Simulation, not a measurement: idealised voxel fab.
Title: Process Module voxel quadruple lines
The width of the displayed cross-section, cut, is 265 nm; its cells are square, with a size of 5 nm.
Throughout this document, each cross-section is represented as a grid of square cells and is presented as a sequence of bands enumerated from the top downward, where a band comprises one or more rows of cells.
Basically the band line says how high the top is and how high the bottom is, in nm, and then what's in it from left to right, every material with its width in nm. Empty space shows up as "empty", and if a single material carries "full width" it runs the full band edge to edge.
Heights from 0 (as-received wafer is one material below). Bottom band endless downward, as "0 and below".
The two numbers in a width such as "30..40" mark its ends across the band: the first belongs to the top row of cells, the second to the bottom row, and from each row to the next the width moves by the same amount.
Where a step carries "changes: none", the cross-section came out of it unchanged, cell for cell.
The list in "Closed voids list" covers empty spaces of 8 cells or more that cannot reach the top through any open way, and it gives each as width x height at distance; the distance is from the left edge, and width, height and distance are in nm.
On each step's line, the part that comes after the settings is the simulator's own comment on the step.
A step's line can hold "overlay nm"; with a mask on that step, the setting says how far right of the planned place the mask lay, while a negative setting says it lay to the left.

### plan
1. RECEIVE,material Si
2. CONFORMAL_DEP,material Al2O3,thk nm 5
3. DIRECTIONAL_DEP,material Ru,thk nm 15
4. DIRECTIONAL_DEP,material polySi,thk nm 20
5. DIRECTIONAL_DEP,material aC,thk nm 20
6. PATTERN,tone cover,mask id MANDREL,material resist,width nm 20,thk nm 25,overlay nm 0
7. DIRECTIONAL_ETCH,etch materials aC,depth nm 20
8. STRIP,etch materials resist
9. CONFORMAL_DEP,material SiO2,thk nm 10
10. DIRECTIONAL_ETCH,etch materials SiO2,depth nm 10
11. STRIP,etch materials aC
12. DIRECTIONAL_ETCH,etch materials polySi,depth nm 20
13. STRIP,etch materials SiO2
14. CONFORMAL_DEP,material SiN,thk nm 5
15. DIRECTIONAL_ETCH,etch materials SiN,depth nm 5
16. STRIP,etch materials polySi
17. DIRECTIONAL_ETCH,etch materials Ru,depth nm 15
18. STRIP,etch materials SiN
For clarity, it should be stated that the wafers under discussion commence in an identical condition and differ with respect to the thk nm of step 2, the plan indicating the value that the first wafer had.

### Incoming state of the first of several wafers in cross-section: after step 1
	0 and below: Si full width
	Closed voids list: none

### Tabulated below, wafer by wafer, are the end-of-module results: for each material, the number of cells gained (+) or lost (-) relative to the as-received state, followed by the closed voids
thk nm 5, +53 Al2O3, +12 Ru, Closed voids list: none
thk nm 10, +106 Al2O3, +12 Ru, Closed voids list: none
thk nm 15, +159 Al2O3, +12 Ru, Closed voids list: none
thk nm 20, +212 Al2O3, +12 Ru, Closed voids list: none
